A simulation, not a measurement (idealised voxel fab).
Process module under the name voxel capacitor over wiring
This is section cut - it's 300 nm across, gridded in 5 nm square cells.
The cross-sections in this document take the form of a grid made of square cells. They are written out as bands, in order from top to bottom. Each band consists of one or more rows of cells.
Quick guide to a band line: top height, bottom height (nm) up front; then every material left to right with its width in nm. Only one material and it's marked "edge to edge"? Then it fills the band edge to edge. And "empty" just means empty space.
The level at which height equals 0 is the one under which the wafer, as it arrives, is entirely one material. No lower edge exists for the bottom band, which continues downward and is notated as in "0..down".
The two numbers in a width such as "30 to 40" mark its ends across the band: the first belongs to the top row of cells, the second to the bottom row, and from each row to the next the width moves by the same amount.
Step marked "remains unaltered"? Then no cell in the cross-section changed in it.
The list in "Unvented internal voids" covers empty spaces of 8 cells or more that cannot reach the top through any open way, and it gives each as width x height at distance; the distance is from the left edge, and width, height and distance are in nm.
Heads up: the bit after the settings on a step's line is the simulator's remark on that step.
"overlay nm", when on a step's line for a step with a mask, measures how far to the right of its planned place the mask lay; a negative measure means to the left.
Pairs follow: section before one process step, section after it down to the lowest changed band, step with settings underneath. Pairs may come from different runs of this module on the same starting wafer; continuity with the pair above only as stated in the "Before this step" entry.
Before this step
> 0..down | Si edge to edge
> Unvented internal voids: none
Sectional View, Post-Process
> 10..0 | SiO2 edge to edge
> Under the height 0 nothing was changed.
> Unvented internal voids: none
What process step lies between the two cross-sections above? CONFORMAL_DEP with material SiO2, thk nm 10
Before this step: equal to the after panel directly above.
Sectional View, Post-Process
> 15..10 | TiN edge to edge
> Under the height 10 nothing was changed.
> Unvented internal voids: none
What process step lies between the two cross-sections above? DIRECTIONAL_DEP with material TiN, thk nm 5
Before this step: equal to the after panel directly above.
Sectional View, Post-Process
> 35..15 | W edge to edge
> Under the height 15 nothing was changed.
> Unvented internal voids: none
What process step lies between the two cross-sections above? DIRECTIONAL_DEP with material W, thk nm 20
Before this step: equal to the after panel directly above.
Sectional View, Post-Process
> 50..35 | aC edge to edge
> Under the height 35 nothing was changed.
> Unvented internal voids: none
What process step lies between the two cross-sections above? DIRECTIONAL_DEP with material aC, thk nm 15
Before this step: equal to the after panel directly above.
Sectional View, Post-Process
> 85..50 | 85 nm empty / 30 nm resist / 65 nm empty / 30 nm resist / 90 nm empty
> Under the height 50 nothing was changed.
> Unvented internal voids: none
What process step lies between the two cross-sections above? PATTERN with tone cover, mask id METAL_1, material resist, width nm 30, pitch nm 95, thk nm 35, overlay nm 0
Before this step: equal to the after panel directly above.
Sectional View, Post-Process
> 70..50 | 85 nm empty / 30 nm resist / 65 nm empty / 30 nm resist / 90 nm empty
> 50..35 | 85 nm empty / 30 nm aC / 65 nm empty / 30 nm aC / 90 nm empty
> Under the height 35 nothing was changed.
> Unvented internal voids: none
What process step lies between the two cross-sections above? DIRECTIONAL_ETCH with etch materials aC, depth nm 15
Before this step: equal to the after panel directly above.
Sectional View, Post-Process
> 50..35 | 85 nm empty / 30 nm aC / 65 nm empty / 30 nm aC / 90 nm empty
> Under the height 35 nothing was changed.
> Unvented internal voids: none
What process step lies between the two cross-sections above? STRIP with etch materials resist
Before this step: equal to the after panel directly above.
Sectional View, Post-Process
> 50..35 | 85 nm empty / 30 nm aC / 65 nm empty / 30 nm aC / 90 nm empty
> 35..15 | 85 nm empty / 30 nm W / 65 nm empty / 30 nm W / 90 nm empty
> Under the height 15 nothing was changed.
> Unvented internal voids: none
What process step lies between the two cross-sections above? DIRECTIONAL_ETCH with etch materials W, depth nm 20
Before this step: equal to the after panel directly above.
Sectional View, Post-Process
> 50..35 | 85 nm empty / 30 nm aC / 65 nm empty / 30 nm aC / 90 nm empty
> 35..15 | 85 nm empty / 30 nm W / 65 nm empty / 30 nm W / 90 nm empty
> 15..10 | 85 nm empty / 30 nm TiN / 65 nm empty / 30 nm TiN / 90 nm empty
> Under the height 10 nothing was changed.
> Unvented internal voids: none
What process step lies between the two cross-sections above? DIRECTIONAL_ETCH with etch materials TiN, depth nm 5
Before this step: equal to the after panel directly above.
Sectional View, Post-Process
> 35..15 | 85 nm empty / 30 nm W / 65 nm empty / 30 nm W / 90 nm empty
> Under the height 15 nothing was changed.
> Unvented internal voids: none
What process step lies between the two cross-sections above? STRIP with etch materials aC
Before this step: equal to the after panel directly above.
Sectional View, Post-Process
> 40..35 | SiO2 edge to edge
> 35..15 | 85 nm SiO2 / 30 nm W / 65 nm SiO2 / 30 nm W / 90 nm SiO2
> 15..10 | 85 nm SiO2 / 30 nm TiN / 65 nm SiO2 / 30 nm TiN / 90 nm SiO2
> Under the height 10 nothing was changed.
> Unvented internal voids: none
What process step lies between the two cross-sections above? FILL_DEP with material SiO2, thk nm 5
Before this step: equal to the after panel directly above.
Sectional View, Post-Process
> 35..15 | 85 nm SiO2 / 30 nm W / 65 nm SiO2 / 30 nm W / 90 nm SiO2
> Under the height 15 nothing was changed.
> Unvented internal voids: none
What process step lies between the two cross-sections above? CMP with height nm 35
Before this step: equal to the after panel directly above.
Sectional View, Post-Process
> 40..35 | SiCN edge to edge
> Under the height 35 nothing was changed.
> Unvented internal voids: none
What process step lies between the two cross-sections above? CONFORMAL_DEP with material SiCN, thk nm 5
Before this step: equal to the after panel directly above.
Sectional View, Post-Process
> 60..40 | lowk edge to edge
> Under the height 40 nothing was changed.
> Unvented internal voids: none
What process step lies between the two cross-sections above? DIRECTIONAL_DEP with material lowk, thk nm 20
Before this step: equal to the after panel directly above.
Sectional View, Post-Process
> 80..60 | 100 nm resist / 15 nm empty / 185 nm resist
> Under the height 60 nothing was changed.
> Unvented internal voids: none
What process step lies between the two cross-sections above? PATTERN with tone open, mask id PLUG_1, material resist, width nm 15, thk nm 20, overlay nm 0
Before this step: equal to the after panel directly above.
Sectional View, Post-Process
> 80..60 | 100 nm resist / 15 nm empty / 185 nm resist
> 60..40 | 100 nm lowk / 15 nm empty / 185 nm lowk
> Under the height 40 nothing was changed.
> Unvented internal voids: none
What process step lies between the two cross-sections above? DIRECTIONAL_ETCH with etch materials lowk, depth nm 20
Before this step: equal to the after panel directly above.
Sectional View, Post-Process
> 80..60 | 100 nm resist / 15 nm empty / 185 nm resist
> 60..40 | 100 nm lowk / 15 nm empty / 185 nm lowk
> 40..35 | 100 nm SiCN / 15 nm empty / 185 nm SiCN
> Under the height 35 nothing was changed.
> Unvented internal voids: none
What process step lies between the two cross-sections above? DIRECTIONAL_ETCH with etch materials SiCN, depth nm 5
Before this step: equal to the after panel directly above.
Sectional View, Post-Process
> 60..40 | 100 nm lowk / 15 nm empty / 185 nm lowk
> Under the height 40 nothing was changed.
> Unvented internal voids: none
What process step lies between the two cross-sections above? STRIP with etch materials resist
Before this step: equal to the after panel directly above.
Sectional View, Post-Process
> 65..60 | 105 nm TiN / 5 nm empty / 190 nm TiN
> 60..40 | 100 nm lowk / 5 nm TiN / 5 nm empty / 5 nm TiN / 185 nm lowk
> 40..35 | 100 nm SiCN / 15 nm TiN / 185 nm SiCN
> Under the height 35 nothing was changed.
> Unvented internal voids: none
What process step lies between the two cross-sections above? CONFORMAL_DEP with material TiN, thk nm 5
Before this step: equal to the after panel directly above.
Sectional View, Post-Process
> 70..65 | Cu edge to edge
> 65..60 | 105 nm TiN / 5 nm Cu / 190 nm TiN
> 60..40 | 100 nm lowk / 5 nm TiN / 5 nm Cu / 5 nm TiN / 185 nm lowk
> Under the height 40 nothing was changed.
> Unvented internal voids: none
What process step lies between the two cross-sections above? FILL_DEP with material Cu, thk nm 5
Before this step: equal to the after panel directly above.
Sectional View, Post-Process
> 60..40 | 100 nm lowk / 5 nm TiN / 5 nm Cu / 5 nm TiN / 185 nm lowk
> Under the height 40 nothing was changed.
> Unvented internal voids: none
What process step lies between the two cross-sections above? CMP with height nm 60
Before this step: equal to the after panel directly above.
Sectional View, Post-Process
> 70..60 | TiN edge to edge
> Under the height 60 nothing was changed.
> Unvented internal voids: none
What process step lies between the two cross-sections above? DIRECTIONAL_DEP with material TiN, thk nm 10
Before this step: equal to the after panel directly above.
Sectional View, Post-Process
> 75..70 | HfO2 edge to edge
> Under the height 70 nothing was changed.
> Unvented internal voids: none
What process step lies between the two cross-sections above? DIRECTIONAL_DEP with material HfO2, thk nm 5
Before this step: equal to the after panel directly above.
Sectional View, Post-Process
> 80..75 | TiN edge to edge
> Under the height 75 nothing was changed.
> Unvented internal voids: none
What process step lies between the two cross-sections above? DIRECTIONAL_DEP with material TiN, thk nm 5
Before this step: equal to the after panel directly above.
Sectional View, Post-Process
> 100..80 | 100 nm empty / 70 nm resist / 130 nm empty
> Under the height 80 nothing was changed.
> Unvented internal voids: none
What process step lies between the two cross-sections above? PATTERN with tone cover, mask id UPPER_PLATE, material resist, width nm 70, thk nm 20, overlay nm 0
Before this step: equal to the after panel directly above.
Sectional View, Post-Process
> 100..80 | 100 nm empty / 70 nm resist / 130 nm empty
> 80..75 | 100 nm empty / 70 nm TiN / 130 nm empty
> Under the height 75 nothing was changed.
> Unvented internal voids: none
What process step lies between the two cross-sections above? DIRECTIONAL_ETCH with etch materials TiN, depth nm 5
Before this step: equal to the after panel directly above.
Sectional View, Post-Process
> 100..80 | 100 nm empty / 70 nm resist / 130 nm empty
> 80..75 | 100 nm empty / 70 nm TiN / 130 nm empty
> 75..70 | 100 nm empty / 70 nm HfO2 / 130 nm empty
> Under the height 70 nothing was changed.
> Unvented internal voids: none
What process step lies between the two cross-sections above? DIRECTIONAL_ETCH with etch materials HfO2, depth nm 5
Before this step: equal to the after panel directly above.
Sectional View, Post-Process
> 80..75 | 100 nm empty / 70 nm TiN / 130 nm empty
> Under the height 75 nothing was changed.
> Unvented internal voids: none
What process step lies between the two cross-sections above? STRIP with etch materials resist
Before this step: equal to the after panel directly above.
Sectional View, Post-Process
> 95..85 | 100 nm empty / 70 nm aC / 130 nm empty
> 85..80 | aC edge to edge
> 80..75 | 100 nm aC / 70 nm TiN / 130 nm aC
> 75..70 | 100 nm aC / 70 nm HfO2 / 130 nm aC
> Under the height 70 nothing was changed.
> Unvented internal voids: none
What process step lies between the two cross-sections above? DIRECTIONAL_DEP with material aC, thk nm 15
Before this step: equal to the after panel directly above.
Sectional View, Post-Process
> 125..95 | 95 nm empty / 80 nm resist / 125 nm empty
> 95..85 | 95 nm empty / 5 nm resist / 70 nm aC / 5 nm resist / 125 nm empty
> Under the height 85 nothing was changed.
> Unvented internal voids: none
What process step lies between the two cross-sections above? PATTERN with tone cover, mask id LOWER_PLATE, material resist, width nm 80, thk nm 30, overlay nm 0
Before this step: equal to the after panel directly above.
Sectional View, Post-Process
> 110..95 | 95 nm empty / 80 nm resist / 125 nm empty
> 95..85 | 95 nm empty / 5 nm resist / 70 nm aC / 5 nm resist / 125 nm empty
> 85..80 | 95 nm empty / 80 nm aC / 125 nm empty
> 80..75 | 95 nm empty / 5 nm aC / 70 nm TiN / 5 nm aC / 125 nm empty
> 75..70 | 95 nm empty / 5 nm aC / 70 nm HfO2 / 5 nm aC / 125 nm empty
> Under the height 70 nothing was changed.
> Unvented internal voids: none
What process step lies between the two cross-sections above? DIRECTIONAL_ETCH with etch materials aC, depth nm 15
Before this step: equal to the after panel directly above.
Sectional View, Post-Process
> 95..85 | 100 nm empty / 70 nm aC / 130 nm empty
> Under the height 85 nothing was changed.
> Unvented internal voids: none
What process step lies between the two cross-sections above? STRIP with etch materials resist
Before this step: equal to the after panel directly above.
Sectional View, Post-Process
> 95..85 | 100 nm empty / 70 nm aC / 130 nm empty
> 85..80 | 95 nm empty / 80 nm aC / 125 nm empty
> 80..75 | 95 nm empty / 5 nm aC / 70 nm TiN / 5 nm aC / 125 nm empty
> 75..70 | 95 nm empty / 5 nm aC / 70 nm HfO2 / 5 nm aC / 125 nm empty
> 70..60 | 95 nm empty / 80 nm TiN / 125 nm empty
> Under the height 60 nothing was changed.
> Unvented internal voids: none
What process step lies between the two cross-sections above? DIRECTIONAL_ETCH with etch materials TiN, depth nm 10
Before this step: equal to the after panel directly above.
Sectional View, Post-Process
> 80..75 | 100 nm empty / 70 nm TiN / 130 nm empty
> 75..70 | 100 nm empty / 70 nm HfO2 / 130 nm empty
> Under the height 70 nothing was changed.
> Unvented internal voids: none
What process step lies between the two cross-sections above? STRIP with etch materials aC
Before this step: equal to the after panel directly above.
Sectional View, Post-Process
> 95..80 | SiO2 edge to edge
> 80..75 | 100 nm SiO2 / 70 nm TiN / 130 nm SiO2
> 75..70 | 100 nm SiO2 / 70 nm HfO2 / 130 nm SiO2
> 70..60 | 95 nm SiO2 / 80 nm TiN / 125 nm SiO2
> Under the height 60 nothing was changed.
> Unvented internal voids: none
What process step lies between the two cross-sections above? FILL_DEP with material SiO2, thk nm 15
Before this step: equal to the after panel directly above.
Sectional View, Post-Process
> 90..80 | SiO2 edge to edge
> Under the height 80 nothing was changed.
> Unvented internal voids: none
What process step lies between the two cross-sections above? CMP with height nm 90
Before this step: equal to the after panel directly above.
Sectional View, Post-Process
> 90..80 | 110 nm SiO2 / 15 nm empty / 175 nm SiO2
> Under the height 80 nothing was changed.
> Unvented internal voids: none
What process step lies between the two cross-sections above? MASKED_ETCH with tone open, mask id PLUG_2, width nm 15, etch materials SiO2, depth nm 10, overlay nm 0
Before this step: equal to the after panel directly above.
Sectional View, Post-Process
> 95..90 | 115 nm TiN / 5 nm empty / 180 nm TiN
> 90..85 | 110 nm SiO2 / 5 nm TiN / 5 nm empty / 5 nm TiN / 175 nm SiO2
> 85..75 | 110 to 100 nm SiO2 / 15 to 70 nm TiN / 175 to 130 nm SiO2
> Under the height 75 nothing was changed.
> Unvented internal voids: none
What process step lies between the two cross-sections above? CONFORMAL_DEP with material TiN, thk nm 5
Before this step: equal to the after panel directly above.
Sectional View, Post-Process
> 105..95 | Ru edge to edge
> 95..90 | 115 nm TiN / 5 nm Ru / 180 nm TiN
> 90..85 | 110 nm SiO2 / 5 nm TiN / 5 nm Ru / 5 nm TiN / 175 nm SiO2
> Under the height 85 nothing was changed.
> Unvented internal voids: none
What process step lies between the two cross-sections above? FILL_DEP with material Ru, thk nm 10
Before this step: equal to the after panel directly above.
Sectional View, Post-Process
> 90..85 | 110 nm SiO2 / 5 nm TiN / 5 nm Ru / 5 nm TiN / 175 nm SiO2
> Under the height 85 nothing was changed.
> Unvented internal voids: none
What process step lies between the two cross-sections above? CMP with height nm 90
Before this step: equal to the after panel directly above.
Sectional View, Post-Process
> 95..90 | SiN edge to edge
> Under the height 90 nothing was changed.
> Unvented internal voids: none
What process step lies between the two cross-sections above? CONFORMAL_DEP with material SiN, thk nm 5
Before this step
> 70..60 | TiN edge to edge
> 60..40 | 100 nm lowk / 5 nm TiN / 5 nm Cu / 5 nm TiN / 185 nm lowk
> 40..35 | 100 nm SiCN / 15 nm TiN / 185 nm SiCN
> 35..15 | 85 nm SiO2 / 30 nm W / 65 nm SiO2 / 30 nm W / 90 nm SiO2
> 15..10 | 85 nm SiO2 / 30 nm TiN / 65 nm SiO2 / 30 nm TiN / 90 nm SiO2
> 10..0 | SiO2 edge to edge
> 0..down | Si edge to edge
> Unvented internal voids: none
Sectional View, Post-Process
> 75..60 | TiN edge to edge
> Under the height 60 nothing was changed.
> Unvented internal voids: none
What process step lies between the two cross-sections above? DIRECTIONAL_DEP with material TiN, thk nm 5
Before this step: equal to the after panel directly above.
Sectional View, Post-Process
> 95..75 | 100 nm empty / 70 nm resist / 130 nm empty
> Under the height 75 nothing was changed.
> Unvented internal voids: none
What process step lies between the two cross-sections above? PATTERN with tone cover, mask id UPPER_PLATE, material resist, width nm 70, thk nm 20, overlay nm 0
Before this step: equal to the after panel directly above.
Sectional View, Post-Process
> 95..75 | 100 nm empty / 70 nm resist / 130 nm empty
> 75..70 | 100 nm empty / 70 nm TiN / 130 nm empty
> Under the height 70 nothing was changed.
> Unvented internal voids: none
What process step lies between the two cross-sections above? DIRECTIONAL_ETCH with etch materials TiN, depth nm 5
Before this step: equal to the after panel directly above.
Sectional View, Post-Process
> 75..70 | 100 nm empty / 70 nm TiN / 130 nm empty
> Under the height 70 nothing was changed.
> Unvented internal voids: none
What process step lies between the two cross-sections above? STRIP with etch materials resist
Before this step: equal to the after panel directly above.
Sectional View, Post-Process
> 90..85 | 100 nm empty / 70 nm aC / 130 nm empty
> 85..75 | aC edge to edge
> 75..70 | 100 nm aC / 70 nm TiN / 130 nm aC
> Under the height 70 nothing was changed.
> Unvented internal voids: none
What process step lies between the two cross-sections above? DIRECTIONAL_DEP with material aC, thk nm 15
Before this step: equal to the after panel directly above.
Sectional View, Post-Process
> 120..90 | 95 nm empty / 80 nm resist / 125 nm empty
> 90..85 | 95 nm empty / 5 nm resist / 70 nm aC / 5 nm resist / 125 nm empty
> Under the height 85 nothing was changed.
> Unvented internal voids: none
What process step lies between the two cross-sections above? PATTERN with tone cover, mask id LOWER_PLATE, material resist, width nm 80, thk nm 30, overlay nm 0
Before this step: equal to the after panel directly above.
Sectional View, Post-Process
> 105..90 | 95 nm empty / 80 nm resist / 125 nm empty
> 90..85 | 95 nm empty / 5 nm resist / 70 nm aC / 5 nm resist / 125 nm empty
> 85..75 | 95 nm empty / 80 nm aC / 125 nm empty
> 75..70 | 95 nm empty / 5 nm aC / 70 nm TiN / 5 nm aC / 125 nm empty
> Under the height 70 nothing was changed.
> Unvented internal voids: none
What process step lies between the two cross-sections above? DIRECTIONAL_ETCH with etch materials aC, depth nm 15
Before this step: equal to the after panel directly above.
Sectional View, Post-Process
> 90..85 | 100 nm empty / 70 nm aC / 130 nm empty
> Under the height 85 nothing was changed.
> Unvented internal voids: none
What process step lies between the two cross-sections above? STRIP with etch materials resist
Before this step: equal to the after panel directly above.
Sectional View, Post-Process
> 90..85 | 100 nm empty / 70 nm aC / 130 nm empty
> 85..75 | 95 nm empty / 80 nm aC / 125 nm empty
> 75..70 | 95 nm empty / 5 nm aC / 70 nm TiN / 5 nm aC / 125 nm empty
> 70..60 | 95 nm empty / 80 nm TiN / 125 nm empty
> Under the height 60 nothing was changed.
> Unvented internal voids: none
What process step lies between the two cross-sections above? DIRECTIONAL_ETCH with etch materials TiN, depth nm 10
Before this step: equal to the after panel directly above.
Sectional View, Post-Process
> 75..70 | 100 nm empty / 70 nm TiN / 130 nm empty
> Under the height 70 nothing was changed.
> Unvented internal voids: none
What process step lies between the two cross-sections above? STRIP with etch materials aC
Before this step: equal to the after panel directly above.
Sectional View, Post-Process
> 90..75 | SiO2 edge to edge
> 75..70 | 100 nm SiO2 / 70 nm TiN / 130 nm SiO2
> 70..60 | 95 nm SiO2 / 80 nm TiN / 125 nm SiO2
> Under the height 60 nothing was changed.
> Unvented internal voids: none
What process step lies between the two cross-sections above? FILL_DEP with material SiO2, thk nm 15
Before this step: equal to the after panel directly above.
Sectional View, Post-Process
> 90..80 | 110 nm SiO2 / 15 nm empty / 175 nm SiO2
> Under the height 80 nothing was changed.
> Unvented internal voids: none
What process step lies between the two cross-sections above? MASKED_ETCH with tone open, mask id PLUG_2, width nm 15, etch materials SiO2, depth nm 10, overlay nm 0
Before this step: equal to the after panel directly above.
Sectional View, Post-Process
> 95..90 | 115 nm TiN / 5 nm empty / 180 nm TiN
> 90..85 | 110 nm SiO2 / 5 nm TiN / 5 nm empty / 5 nm TiN / 175 nm SiO2
> 85..80 | 110 nm SiO2 / 15 nm TiN / 175 nm SiO2
> Under the height 80 nothing was changed.
> Unvented internal voids: none
What process step lies between the two cross-sections above? CONFORMAL_DEP with material TiN, thk nm 5
Before this step: equal to the after panel directly above.
Sectional View, Post-Process
> 105..95 | Ru edge to edge
> 95..90 | 115 nm TiN / 5 nm Ru / 180 nm TiN
> 90..85 | 110 nm SiO2 / 5 nm TiN / 5 nm Ru / 5 nm TiN / 175 nm SiO2
> Under the height 85 nothing was changed.
> Unvented internal voids: none
What process step lies between the two cross-sections above? FILL_DEP with material Ru, thk nm 10
Before this step: equal to the after panel directly above.
Sectional View, Post-Process
> 90..85 | 110 nm SiO2 / 5 nm TiN / 5 nm Ru / 5 nm TiN / 175 nm SiO2
> Under the height 85 nothing was changed.
> Unvented internal voids: none
What process step lies between the two cross-sections above? CMP with height nm 90
Before this step: equal to the after panel directly above.
Sectional View, Post-Process
> 95..90 | SiN edge to edge
> Under the height 90 nothing was changed.
> Unvented internal voids: none
What process step lies between the two cross-sections above? CONFORMAL_DEP with material SiN, thk nm 5
Before this step
> 105..95 | Ru edge to edge
> 95..90 | 115 nm TiN / 5 nm Ru / 180 nm TiN
> 90..85 | 110 nm SiO2 / 5 nm TiN / 5 nm Ru / 5 nm TiN / 175 nm SiO2
> 85..75 | 110 to 100 nm SiO2 / 15 to 70 nm TiN / 175 to 130 nm SiO2
> 75..70 | 100 nm SiO2 / 70 nm HfO2 / 130 nm SiO2
> 70..60 | 95 nm SiO2 / 80 nm TiN / 125 nm SiO2
> 60..40 | 100 nm lowk / 5 nm TiN / 5 nm Cu / 5 nm TiN / 185 nm lowk
> 40..35 | 100 nm SiCN / 15 nm TiN / 185 nm SiCN
> 35..15 | 85 nm SiO2 / 30 nm W / 65 nm SiO2 / 30 nm W / 90 nm SiO2
> 15..10 | 85 nm SiO2 / 30 nm TiN / 65 nm SiO2 / 30 nm TiN / 90 nm SiO2
> 10..0 | SiO2 edge to edge
> 0..down | Si edge to edge
> Unvented internal voids: none
Sectional View, Post-Process
> 115..95 | Ru edge to edge
> Under the height 95 nothing was changed.
> Unvented internal voids: none
What process step lies between the two cross-sections above? FILL_DEP with material Ru, thk nm 10
Before this step: equal to the after panel directly above.
Sectional View, Post-Process
> 90..85 | 110 nm SiO2 / 5 nm TiN / 5 nm Ru / 5 nm TiN / 175 nm SiO2
> Under the height 85 nothing was changed.
> Unvented internal voids: none
What process step lies between the two cross-sections above? CMP with height nm 90
Before this step
> 10..0 | SiO2 edge to edge
> 0..down | Si edge to edge
> Unvented internal voids: none
Sectional View, Post-Process
> 30..10 | W edge to edge
> Under the height 10 nothing was changed.
> Unvented internal voids: none
What process step lies between the two cross-sections above? DIRECTIONAL_DEP with material W, thk nm 20
Before this step: equal to the after panel directly above.
Sectional View, Post-Process
> 35..30 | TiN edge to edge
> Under the height 30 nothing was changed.
> Unvented internal voids: none
What process step lies between the two cross-sections above? DIRECTIONAL_DEP with material TiN, thk nm 5
Before this step: equal to the after panel directly above.
Sectional View, Post-Process
> 50..35 | aC edge to edge
> Under the height 35 nothing was changed.
> Unvented internal voids: none
What process step lies between the two cross-sections above? DIRECTIONAL_DEP with material aC, thk nm 15
Before this step: equal to the after panel directly above.
Sectional View, Post-Process
> 85..50 | 85 nm empty / 30 nm resist / 65 nm empty / 30 nm resist / 90 nm empty
> Under the height 50 nothing was changed.
> Unvented internal voids: none
What process step lies between the two cross-sections above? PATTERN with tone cover, mask id METAL_1, material resist, width nm 30, pitch nm 95, thk nm 35, overlay nm 0
Before this step: equal to the after panel directly above.
Sectional View, Post-Process
> 70..50 | 85 nm empty / 30 nm resist / 65 nm empty / 30 nm resist / 90 nm empty
> 50..35 | 85 nm empty / 30 nm aC / 65 nm empty / 30 nm aC / 90 nm empty
> Under the height 35 nothing was changed.
> Unvented internal voids: none
What process step lies between the two cross-sections above? DIRECTIONAL_ETCH with etch materials aC, depth nm 15
Before this step: equal to the after panel directly above.
Sectional View, Post-Process
> 50..35 | 85 nm empty / 30 nm aC / 65 nm empty / 30 nm aC / 90 nm empty
> Under the height 35 nothing was changed.
> Unvented internal voids: none
What process step lies between the two cross-sections above? STRIP with etch materials resist
Before this step: equal to the after panel directly above.
Sectional View, Post-Process
> 50..35 | 85 nm empty / 30 nm aC / 65 nm empty / 30 nm aC / 90 nm empty
> 35..30 | 85 nm empty / 30 nm TiN / 65 nm empty / 30 nm TiN / 90 nm empty
> Under the height 30 nothing was changed.
> Unvented internal voids: none
What process step lies between the two cross-sections above? DIRECTIONAL_ETCH with etch materials TiN, depth nm 5
Before this step: equal to the after panel directly above.
Sectional View, Post-Process
> 35..30 | 85 nm empty / 30 nm TiN / 65 nm empty / 30 nm TiN / 90 nm empty
> Under the height 30 nothing was changed.
> Unvented internal voids: none
What process step lies between the two cross-sections above? STRIP with etch materials aC
Before this step: equal to the after panel directly above.
Sectional View, Post-Process
> 40..35 | SiO2 edge to edge
> 35..30 | 85 nm SiO2 / 30 nm TiN / 65 nm SiO2 / 30 nm TiN / 90 nm SiO2
> Under the height 30 nothing was changed.
> Unvented internal voids: none
What process step lies between the two cross-sections above? FILL_DEP with material SiO2, thk nm 5
Before this step: equal to the after panel directly above.
Sectional View, Post-Process
> 35..30 | 85 nm SiO2 / 30 nm TiN / 65 nm SiO2 / 30 nm TiN / 90 nm SiO2
> Under the height 30 nothing was changed.
> Unvented internal voids: none
What process step lies between the two cross-sections above? CMP with height nm 35
Before this step: equal to the after panel directly above.
Sectional View, Post-Process
> 40..35 | SiCN edge to edge
> Under the height 35 nothing was changed.
> Unvented internal voids: none
What process step lies between the two cross-sections above? CONFORMAL_DEP with material SiCN, thk nm 5
Before this step: equal to the after panel directly above.
Sectional View, Post-Process
> 60..40 | lowk edge to edge
> Under the height 40 nothing was changed.
> Unvented internal voids: none
What process step lies between the two cross-sections above? DIRECTIONAL_DEP with material lowk, thk nm 20
Before this step: equal to the after panel directly above.
Sectional View, Post-Process
> 80..60 | 100 nm resist / 15 nm empty / 185 nm resist
> Under the height 60 nothing was changed.
> Unvented internal voids: none
What process step lies between the two cross-sections above? PATTERN with tone open, mask id PLUG_1, material resist, width nm 15, thk nm 20, overlay nm 0
Before this step: equal to the after panel directly above.
Sectional View, Post-Process
> 80..60 | 100 nm resist / 15 nm empty / 185 nm resist
> 60..40 | 100 nm lowk / 15 nm empty / 185 nm lowk
> Under the height 40 nothing was changed.
> Unvented internal voids: none
What process step lies between the two cross-sections above? DIRECTIONAL_ETCH with etch materials lowk, depth nm 20
Before this step: equal to the after panel directly above.
Sectional View, Post-Process
> 80..60 | 100 nm resist / 15 nm empty / 185 nm resist
> 60..40 | 100 nm lowk / 15 nm empty / 185 nm lowk
> 40..35 | 100 nm SiCN / 15 nm empty / 185 nm SiCN
> Under the height 35 nothing was changed.
> Unvented internal voids: none
What process step lies between the two cross-sections above? DIRECTIONAL_ETCH with etch materials SiCN, depth nm 5
Before this step: equal to the after panel directly above.
Sectional View, Post-Process
> 60..40 | 100 nm lowk / 15 nm empty / 185 nm lowk
> Under the height 40 nothing was changed.
> Unvented internal voids: none
What process step lies between the two cross-sections above? STRIP with etch materials resist
Before this step: equal to the after panel directly above.
Sectional View, Post-Process
> 65..60 | 105 nm TiN / 5 nm empty / 190 nm TiN
> 60..40 | 100 nm lowk / 5 nm TiN / 5 nm empty / 5 nm TiN / 185 nm lowk
> 40..35 | 100 nm SiCN / 15 nm TiN / 185 nm SiCN
> Under the height 35 nothing was changed.
> Unvented internal voids: none
What process step lies between the two cross-sections above? CONFORMAL_DEP with material TiN, thk nm 5
Before this step: equal to the after panel directly above.
Sectional View, Post-Process
> 70..65 | Cu edge to edge
> 65..60 | 105 nm TiN / 5 nm Cu / 190 nm TiN
> 60..40 | 100 nm lowk / 5 nm TiN / 5 nm Cu / 5 nm TiN / 185 nm lowk
> Under the height 40 nothing was changed.
> Unvented internal voids: none
What process step lies between the two cross-sections above? FILL_DEP with material Cu, thk nm 5
Before this step: equal to the after panel directly above.
Sectional View, Post-Process
> 60..40 | 100 nm lowk / 5 nm TiN / 5 nm Cu / 5 nm TiN / 185 nm lowk
> Under the height 40 nothing was changed.
> Unvented internal voids: none
What process step lies between the two cross-sections above? CMP with height nm 60
Before this step: equal to the after panel directly above.
Sectional View, Post-Process
> 70..60 | TiN edge to edge
> Under the height 60 nothing was changed.
> Unvented internal voids: none
What process step lies between the two cross-sections above? DIRECTIONAL_DEP with material TiN, thk nm 10
Before this step: equal to the after panel directly above.
Sectional View, Post-Process
> 75..70 | HfO2 edge to edge
> Under the height 70 nothing was changed.
> Unvented internal voids: none
What process step lies between the two cross-sections above? DIRECTIONAL_DEP with material HfO2, thk nm 5
Before this step: equal to the after panel directly above.
Sectional View, Post-Process
> 80..75 | TiN edge to edge
> Under the height 75 nothing was changed.
> Unvented internal voids: none
What process step lies between the two cross-sections above? DIRECTIONAL_DEP with material TiN, thk nm 5
Before this step: equal to the after panel directly above.
Sectional View, Post-Process
> 100..80 | 100 nm empty / 70 nm resist / 130 nm empty
> Under the height 80 nothing was changed.
> Unvented internal voids: none
What process step lies between the two cross-sections above? PATTERN with tone cover, mask id UPPER_PLATE, material resist, width nm 70, thk nm 20, overlay nm 0
Before this step: equal to the after panel directly above.
Sectional View, Post-Process
> 100..80 | 100 nm empty / 70 nm resist / 130 nm empty
> 80..75 | 100 nm empty / 70 nm TiN / 130 nm empty
> Under the height 75 nothing was changed.
> Unvented internal voids: none
What process step lies between the two cross-sections above? DIRECTIONAL_ETCH with etch materials TiN, depth nm 5
Before this step: equal to the after panel directly above.
Sectional View, Post-Process
> 100..80 | 100 nm empty / 70 nm resist / 130 nm empty
> 80..75 | 100 nm empty / 70 nm TiN / 130 nm empty
> 75..70 | 100 nm empty / 70 nm HfO2 / 130 nm empty
> Under the height 70 nothing was changed.
> Unvented internal voids: none
What process step lies between the two cross-sections above? DIRECTIONAL_ETCH with etch materials HfO2, depth nm 5
Before this step: equal to the after panel directly above.
Sectional View, Post-Process
> 80..75 | 100 nm empty / 70 nm TiN / 130 nm empty
> Under the height 75 nothing was changed.
> Unvented internal voids: none
What process step lies between the two cross-sections above? STRIP with etch materials resist
Before this step: equal to the after panel directly above.
Sectional View, Post-Process
> 95..85 | 100 nm empty / 70 nm aC / 130 nm empty
> 85..80 | aC edge to edge
> 80..75 | 100 nm aC / 70 nm TiN / 130 nm aC
> 75..70 | 100 nm aC / 70 nm HfO2 / 130 nm aC
> Under the height 70 nothing was changed.
> Unvented internal voids: none
What process step lies between the two cross-sections above? DIRECTIONAL_DEP with material aC, thk nm 15
Before this step: equal to the after panel directly above.
Sectional View, Post-Process
> 125..95 | 95 nm empty / 80 nm resist / 125 nm empty
> 95..85 | 95 nm empty / 5 nm resist / 70 nm aC / 5 nm resist / 125 nm empty
> Under the height 85 nothing was changed.
> Unvented internal voids: none
What process step lies between the two cross-sections above? PATTERN with tone cover, mask id LOWER_PLATE, material resist, width nm 80, thk nm 30, overlay nm 0
